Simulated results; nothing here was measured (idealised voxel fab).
The following is a process module called voxel gate over fins.
cross-section cut | 300 nm wide | cells 5 nm
Think of the cross-section as a grid of square cells. We describe it in bands, top to bottom, and each band covers one or more rows of those cells. Band: top and bottom heights (nm) first, top before bottom; then materials from left to right, widths in nm. "all across" marks a sole material filling the band edge to edge. "empty" denotes empty space. Heights from 0 (as-received wafer is one material below). Bottom band endless downward, as "z 0 and below". It should be noted that a width expressed as "30..40" varies in equal increments from row to row of cells within the band, taking the value of the first number at the top row and that of the second number at the bottom row. Where a step carries "identical to before", the cross-section came out of it unchanged, cell for cell. Look at "Sealed void inventory" for the closed voids: empty spaces with no open path to the top, sized 8 cells or up. Each is width x height at distance, distance from the left edge, all nm. Note: text after step settings on the step line = simulator remark on that step. overlay nm: mask offset rightward from planned place, masked step; negative means leftward offset.
The process steps that were planned are listed below:
- 1: RECEIVE [material Si]
- 2: CONFORMAL_DEP [material SiN] [thk nm 5]
- 3: MASKED_ETCH [tone cover] [mask id FINS] [width nm 15] [pitch nm 55] [etch materials SiN] [depth nm 5] [overlay nm 0]
- 4: MASKED_ETCH [tone cover] [mask id FINS] [width nm 15] [pitch nm 55] [etch materials Si] [depth nm 40] [overlay nm 0]
- 5: OXIDIZE [depth nm 5]
- 6: FILL_DEP [material SiO2] [thk nm 10]
- 7: CMP [height nm 5]
- 8: DIRECTIONAL_DEP [material aC] [thk nm 10]
- 9: PATTERN [tone open] [mask id RAIL] [material resist] [width nm 15] [thk nm 25] [overlay nm 0]
- 10: DIRECTIONAL_ETCH [etch materials aC] [depth nm 10]
- 11: STRIP [etch materials resist]
- 12: DIRECTIONAL_ETCH [etch materials SiO2] [depth nm 40]
- 13: STRIP [etch materials aC]
- 14: CONFORMAL_DEP [material TiN] [thk nm 5]
- 15: FILL_DEP [material W] [thk nm 10]
- 16: CMP [height nm 5]
- 17: SELECTIVE_ETCH [etch materials W Ru TiN] [depth nm 25]
- 18: FILL_DEP [material SiO2] [thk nm 5]
- 19: CMP [height nm 5]
- 20: SELECTIVE_ETCH [etch materials SiO2] [depth nm 15]
- 21: STRIP [etch materials SiN]
- 22: CONFORMAL_DEP [material HfO2] [thk nm 5]
- 23: CONFORMAL_DEP [material TiN] [thk nm 5]
- 24: CONFORMAL_DEP [material TiAl] [thk nm 5]
- 25: CONFORMAL_DEP [material TiN] [thk nm 5]
- 26: FILL_DEP [material W] [thk nm 15]
- 27: CMP [height nm 30]
- 28: CONFORMAL_DEP [material SiN] [thk nm 5]
First of two wafers, processed according to plan:
Cross-section of the incoming wafer, state after step 1:
* z 0 and below: Si all across
* Sealed void inventory: none
The wafer in cross-section once step 2 is complete:
* z 5 to 0: SiN all across
* Nothing below the height 0 has changed.
The wafer in cross-section once step 3 is complete:
* z 5 to 0: 60 nm empty / 15 nm SiN / 40 nm empty / 15 nm SiN / 40 nm empty / 15 nm SiN / 40 nm empty / 15 nm SiN / 60 nm empty
* Nothing below the height 0 has changed.
The wafer in cross-section once step 4 is complete:
* z 5 to 0: 60 nm empty / 15 nm SiN / 40 nm empty / 15 nm SiN / 40 nm empty / 15 nm SiN / 40 nm empty / 15 nm SiN / 60 nm empty
* z 0 to -40: 60 nm empty / 15 nm Si / 40 nm empty / 15 nm Si / 40 nm empty / 15 nm Si / 40 nm empty / 15 nm Si / 60 nm empty
* Nothing below the height -40 has changed.
The wafer in cross-section once step 5 is complete:
* z 5 to 0: 60 nm empty / 15 nm SiN / 40 nm empty / 15 nm SiN / 40 nm empty / 15 nm SiN / 40 nm empty / 15 nm SiN / 60 nm empty
* z 0 to -40: 60 nm empty / 5 nm SiO2 / 5 nm Si / 5 nm SiO2 / 40 nm empty / 5 nm SiO2 / 5 nm Si / 5 nm SiO2 / 40 nm empty / 5 nm SiO2 / 5 nm Si / 5 nm SiO2 / 40 nm empty / 5 nm SiO2 / 5 nm Si / 5 nm SiO2 / 60 nm empty
* z -40 to -45: 65 nm SiO2 / 5 nm Si / 50 nm SiO2 / 5 nm Si / 50 nm SiO2 / 5 nm Si / 50 nm SiO2 / 5 nm Si / 65 nm SiO2
* Nothing below the height -45 has changed.
The wafer in cross-section once step 6 is complete:
* z 15 to 5: SiO2 all across
* z 5 to 0: 60 nm SiO2 / 15 nm SiN / 40 nm SiO2 / 15 nm SiN / 40 nm SiO2 / 15 nm SiN / 40 nm SiO2 / 15 nm SiN / 60 nm SiO2
* z 0 to -45: 65 nm SiO2 / 5 nm Si / 50 nm SiO2 / 5 nm Si / 50 nm SiO2 / 5 nm Si / 50 nm SiO2 / 5 nm Si / 65 nm SiO2
* Nothing below the height -45 has changed.
The wafer in cross-section once step 7 is complete:
* z 5 to 0: 60 nm SiO2 / 15 nm SiN / 40 nm SiO2 / 15 nm SiN / 40 nm SiO2 / 15 nm SiN / 40 nm SiO2 / 15 nm SiN / 60 nm SiO2
* Nothing below the height 0 has changed.
The wafer in cross-section once step 8 is complete:
* z 15 to 5: aC all across
* Nothing below the height 5 has changed.
The wafer in cross-section once step 9 is complete:
* z 40 to 15: 85 nm resist / 15 nm empty / 200 nm resist
* Nothing below the height 15 has changed.
The wafer in cross-section once step 10 is complete:
* z 30 to 15: 85 nm resist / 15 nm empty / 200 nm resist
* z 15 to 5: 85 nm aC / 15 nm empty / 200 nm aC
* Nothing below the height 5 has changed.
The wafer in cross-section once step 11 is complete:
* z 15 to 5: 85 nm aC / 15 nm empty / 200 nm aC
* Nothing below the height 5 has changed.
The wafer in cross-section once step 12 is complete:
* z 15 to 5: 85 nm aC / 15 nm empty / 200 nm aC
* z 5 to 0: 60 nm SiO2 / 15 nm SiN / 10 nm SiO2 / 15 nm empty / 15 nm SiO2 / 15 nm SiN / 40 nm SiO2 / 15 nm SiN / 40 nm SiO2 / 15 nm SiN / 60 nm SiO2
* z 0 to -35: 65 nm SiO2 / 5 nm Si / 15 nm SiO2 / 15 nm empty / 20 nm SiO2 / 5 nm Si / 50 nm SiO2 / 5 nm Si / 50 nm SiO2 / 5 nm Si / 65 nm SiO2
* Nothing below the height -35 has changed.
The wafer in cross-section once step 13 is complete:
* z 5 to 0: 60 nm SiO2 / 15 nm SiN / 10 nm SiO2 / 15 nm empty / 15 nm SiO2 / 15 nm SiN / 40 nm SiO2 / 15 nm SiN / 40 nm SiO2 / 15 nm SiN / 60 nm SiO2
* Nothing below the height 0 has changed.
The wafer in cross-section once step 14 is complete:
* z 10 to 5: 90 nm TiN / 5 nm empty / 205 nm TiN
* z 5 to 0: 60 nm SiO2 / 15 nm SiN / 10 nm SiO2 / 5 nm TiN / 5 nm empty / 5 nm TiN / 15 nm SiO2 / 15 nm SiN / 40 nm SiO2 / 15 nm SiN / 40 nm SiO2 / 15 nm SiN / 60 nm SiO2
* z 0 to -30: 65 nm SiO2 / 5 nm Si / 15 nm SiO2 / 5 nm TiN / 5 nm empty / 5 nm TiN / 20 nm SiO2 / 5 nm Si / 50 nm SiO2 / 5 nm Si / 50 nm SiO2 / 5 nm Si / 65 nm SiO2
* z -30 to -35: 65 nm SiO2 / 5 nm Si / 15 nm SiO2 / 15 nm TiN / 20 nm SiO2 / 5 nm Si / 50 nm SiO2 / 5 nm Si / 50 nm SiO2 / 5 nm Si / 65 nm SiO2
* Nothing below the height -35 has changed.
The wafer in cross-section once step 15 is complete:
* z 20 to 10: W all across
* z 10 to 5: 90 nm TiN / 5 nm W / 205 nm TiN
* z 5 to 0: 60 nm SiO2 / 15 nm SiN / 10 nm SiO2 / 5 nm TiN / 5 nm W / 5 nm TiN / 15 nm SiO2 / 15 nm SiN / 40 nm SiO2 / 15 nm SiN / 40 nm SiO2 / 15 nm SiN / 60 nm SiO2
* z 0 to -30: 65 nm SiO2 / 5 nm Si / 15 nm SiO2 / 5 nm TiN / 5 nm W / 5 nm TiN / 20 nm SiO2 / 5 nm Si / 50 nm SiO2 / 5 nm Si / 50 nm SiO2 / 5 nm Si / 65 nm SiO2
* Nothing below the height -30 has changed.
The wafer in cross-section once step 16 is complete:
* z 5 to 0: 60 nm SiO2 / 15 nm SiN / 10 nm SiO2 / 5 nm TiN / 5 nm W / 5 nm TiN / 15 nm SiO2 / 15 nm SiN / 40 nm SiO2 / 15 nm SiN / 40 nm SiO2 / 15 nm SiN / 60 nm SiO2
* Nothing below the height 0 has changed.
The wafer in cross-section once step 17 is complete:
* z 5 to 0: 60 nm SiO2 / 15 nm SiN / 10 nm SiO2 / 15 nm empty / 15 nm SiO2 / 15 nm SiN / 40 nm SiO2 / 15 nm SiN / 40 nm SiO2 / 15 nm SiN / 60 nm SiO2
* z 0 to -20: 65 nm SiO2 / 5 nm Si / 15 nm SiO2 / 15 nm empty / 20 nm SiO2 / 5 nm Si / 50 nm SiO2 / 5 nm Si / 50 nm SiO2 / 5 nm Si / 65 nm SiO2
* Nothing below the height -20 has changed.
The wafer in cross-section once step 18 is complete:
* z 10 to 5: SiO2 all across
* z 5 to 0: 60 nm SiO2 / 15 nm SiN / 40 nm SiO2 / 15 nm SiN / 40 nm SiO2 / 15 nm SiN / 40 nm SiO2 / 15 nm SiN / 60 nm SiO2
* z 0 to -20: 65 nm SiO2 / 5 nm Si / 50 nm SiO2 / 5 nm Si / 50 nm SiO2 / 5 nm Si / 50 nm SiO2 / 5 nm Si / 65 nm SiO2
* Nothing below the height -20 has changed.
The wafer in cross-section once step 19 is complete:
* z 5 to 0: 60 nm SiO2 / 15 nm SiN / 40 nm SiO2 / 15 nm SiN / 40 nm SiO2 / 15 nm SiN / 40 nm SiO2 / 15 nm SiN / 60 nm SiO2
* Nothing below the height 0 has changed.
The wafer in cross-section once step 20 is complete:
* z 5 to 0: 60 nm empty / 15 nm SiN / 40 nm empty / 15 nm SiN / 40 nm empty / 15 nm SiN / 40 nm empty / 15 nm SiN / 60 nm empty
* z 0 to -10: 65 nm empty / 5 nm Si / 50 nm empty / 5 nm Si / 50 nm empty / 5 nm Si / 50 nm empty / 5 nm Si / 65 nm empty
* Nothing below the height -10 has changed.
The wafer in cross-section once step 21 is complete:
* z 0 to -10: 65 nm empty / 5 nm Si / 50 nm empty / 5 nm Si / 50 nm empty / 5 nm Si / 50 nm empty / 5 nm Si / 65 nm empty
* Nothing below the height -10 has changed.
The wafer in cross-section once step 22 is complete:
* z 5 to 0: 60 nm empty / 15 nm HfO2 / 40 nm empty / 15 nm HfO2 / 40 nm empty / 15 nm HfO2 / 40 nm empty / 15 nm HfO2 / 60 nm empty
* z 0 to -5: 60 nm empty / 5 nm HfO2 / 5 nm Si / 5 nm HfO2 / 40 nm empty / 5 nm HfO2 / 5 nm Si / 5 nm HfO2 / 40 nm empty / 5 nm HfO2 / 5 nm Si / 5 nm HfO2 / 40 nm empty / 5 nm HfO2 / 5 nm Si / 5 nm HfO2 / 60 nm empty
* z -5 to -10: 65 nm HfO2 / 5 nm Si / 50 nm HfO2 / 5 nm Si / 50 nm HfO2 / 5 nm Si / 50 nm HfO2 / 5 nm Si / 65 nm HfO2
* Nothing below the height -10 has changed.
The wafer in cross-section once step 23 is complete:
* z 10 to 5: 55 nm empty / 25 nm TiN / 30 nm empty / 25 nm TiN / 30 nm empty / 25 nm TiN / 30 nm empty / 25 nm TiN / 55 nm empty
* z 5 to 0: 55 nm empty / 5 nm TiN / 15 nm HfO2 / 5 nm TiN / 30 nm empty / 5 nm TiN / 15 nm HfO2 / 5 nm TiN / 30 nm empty / 5 nm TiN / 15 nm HfO2 / 5 nm TiN / 30 nm empty / 5 nm TiN / 15 nm HfO2 / 5 nm TiN / 55 nm empty
* z 0 to -5: 60 nm TiN / 5 nm HfO2 / 5 nm Si / 5 nm HfO2 / 40 nm TiN / 5 nm HfO2 / 5 nm Si / 5 nm HfO2 / 40 nm TiN / 5 nm HfO2 / 5 nm Si / 5 nm HfO2 / 40 nm TiN / 5 nm HfO2 / 5 nm Si / 5 nm HfO2 / 60 nm TiN
* Nothing below the height -5 has changed.
The wafer in cross-section once step 24 is complete:
* z 15 to 10: 50 nm empty / 35 nm TiAl / 20 nm empty / 35 nm TiAl / 20 nm empty / 35 nm TiAl / 20 nm empty / 35 nm TiAl / 50 nm empty
* z 10 to 5: 50 nm empty / 5 nm TiAl / 25 nm TiN / 5 nm TiAl / 20 nm empty / 5 nm TiAl / 25 nm TiN / 5 nm TiAl / 20 nm empty / 5 nm TiAl / 25 nm TiN / 5 nm TiAl / 20 nm empty / 5 nm TiAl / 25 nm TiN / 5 nm TiAl / 50 nm empty
* z 5 to 0: 55 nm TiAl / 5 nm TiN / 15 nm HfO2 / 5 nm TiN / 30 nm TiAl / 5 nm TiN / 15 nm HfO2 / 5 nm TiN / 30 nm TiAl / 5 nm TiN / 15 nm HfO2 / 5 nm TiN / 30 nm TiAl / 5 nm TiN / 15 nm HfO2 / 5 nm TiN / 55 nm TiAl
* Nothing below the height 0 has changed.
The wafer in cross-section once step 25 is complete:
* z 20 to 15: 45 nm empty / 45 nm TiN / 10 nm empty / 45 nm TiN / 10 nm empty / 45 nm TiN / 10 nm empty / 45 nm TiN / 45 nm empty
* z 15 to 10: 45 nm empty / 5 nm TiN / 35 nm TiAl / 5 nm TiN / 10 nm empty / 5 nm TiN / 35 nm TiAl / 5 nm TiN / 10 nm empty / 5 nm TiN / 35 nm TiAl / 5 nm TiN / 10 nm empty / 5 nm TiN / 35 nm TiAl / 5 nm TiN / 45 nm empty
* z 10 to 5: 50 nm TiN / 5 nm TiAl / 25 nm TiN / 5 nm TiAl / 20 nm TiN / 5 nm TiAl / 25 nm TiN / 5 nm TiAl / 20 nm TiN / 5 nm TiAl / 25 nm TiN / 5 nm TiAl / 20 nm TiN / 5 nm TiAl / 25 nm TiN / 5 nm TiAl / 50 nm TiN
* Nothing below the height 5 has changed.
The wafer in cross-section once step 26 is complete:
* z 35 to 20: W all across
* z 20 to 15: 45 nm W / 45 nm TiN / 10 nm W / 45 nm TiN / 10 nm W / 45 nm TiN / 10 nm W / 45 nm TiN / 45 nm W
* z 15 to 10: 45 nm W / 5 nm TiN / 35 nm TiAl / 5 nm TiN / 10 nm W / 5 nm TiN / 35 nm TiAl / 5 nm TiN / 10 nm W / 5 nm TiN / 35 nm TiAl / 5 nm TiN / 10 nm W / 5 nm TiN / 35 nm TiAl / 5 nm TiN / 45 nm W
* Nothing below the height 10 has changed.
The wafer in cross-section once step 27 is complete:
* z 30 to 20: W all across
* Nothing below the height 20 has changed.
The wafer in cross-section once step 28 is complete:
* z 35 to 30: SiN all across
* Nothing below the height 30 has changed.
Second wafer - shared start and plan with the first - one error in running - same as the first up to step 22 inclusive:
Second wafer, cut view, end of step 23 per plan:
* z 10 to 5: 55 nm empty / 25 nm TiAl / 30 nm empty / 25 nm TiAl / 30 nm empty / 25 nm TiAl / 30 nm empty / 25 nm TiAl / 55 nm empty
* z 5 to 0: 55 nm empty / 5 nm TiAl / 15 nm HfO2 / 5 nm TiAl / 30 nm empty / 5 nm TiAl / 15 nm HfO2 / 5 nm TiAl / 30 nm empty / 5 nm TiAl / 15 nm HfO2 / 5 nm TiAl / 30 nm empty / 5 nm TiAl / 15 nm HfO2 / 5 nm TiAl / 55 nm empty
* z 0 to -5: 60 nm TiAl / 5 nm HfO2 / 5 nm Si / 5 nm HfO2 / 40 nm TiAl / 5 nm HfO2 / 5 nm Si / 5 nm HfO2 / 40 nm TiAl / 5 nm HfO2 / 5 nm Si / 5 nm HfO2 / 40 nm TiAl / 5 nm HfO2 / 5 nm Si / 5 nm HfO2 / 60 nm TiAl
* Nothing below the height -5 has changed.
Second wafer, cut view, end of step 24 per plan:
* z 15 to 10: 50 nm empty / 35 nm TiN / 20 nm empty / 35 nm TiN / 20 nm empty / 35 nm TiN / 20 nm empty / 35 nm TiN / 50 nm empty
* z 10 to 5: 50 nm empty / 5 nm TiN / 25 nm TiAl / 5 nm TiN / 20 nm empty / 5 nm TiN / 25 nm TiAl / 5 nm TiN / 20 nm empty / 5 nm TiN / 25 nm TiAl / 5 nm TiN / 20 nm empty / 5 nm TiN / 25 nm TiAl / 5 nm TiN / 50 nm empty
* z 5 to 0: 55 nm TiN / 5 nm TiAl / 15 nm HfO2 / 5 nm TiAl / 30 nm TiN / 5 nm TiAl / 15 nm HfO2 / 5 nm TiAl / 30 nm TiN / 5 nm TiAl / 15 nm HfO2 / 5 nm TiAl / 30 nm TiN / 5 nm TiAl / 15 nm HfO2 / 5 nm TiAl / 55 nm TiN
* Nothing below the height 0 has changed.
Second wafer, cut view, end of step 25 per plan:
* z 20 to 10: 45 nm empty / 45 nm TiN / 10 nm empty / 45 nm TiN / 10 nm empty / 45 nm TiN / 10 nm empty / 45 nm TiN / 45 nm empty
* z 10 to 5: 55 nm TiN / 25 nm TiAl / 30 nm TiN / 25 nm TiAl / 30 nm TiN / 25 nm TiAl / 30 nm TiN / 25 nm TiAl / 55 nm TiN
* Nothing below the height 5 has changed.
Second wafer, cut view, end of step 26 per plan:
* z 35 to 20: W all across
* z 20 to 10: 45 nm W / 45 nm TiN / 10 nm W / 45 nm TiN / 10 nm W / 45 nm TiN / 10 nm W / 45 nm TiN / 45 nm W
* Nothing below the height 10 has changed.
Second wafer, cut view, end of step 27 per plan:
* z 30 to 20: W all across
* Nothing below the height 20 has changed.
Second wafer, cut view, end of step 28 per plan:
* z 35 to 30: SiN all across
* Nothing below the height 30 has changed.
Error vs. plan: steps 23 and 24 of the plan were run in the wrong order, each in the other's place
End check, second vs first wafer: material counts in cells match, positions do not.
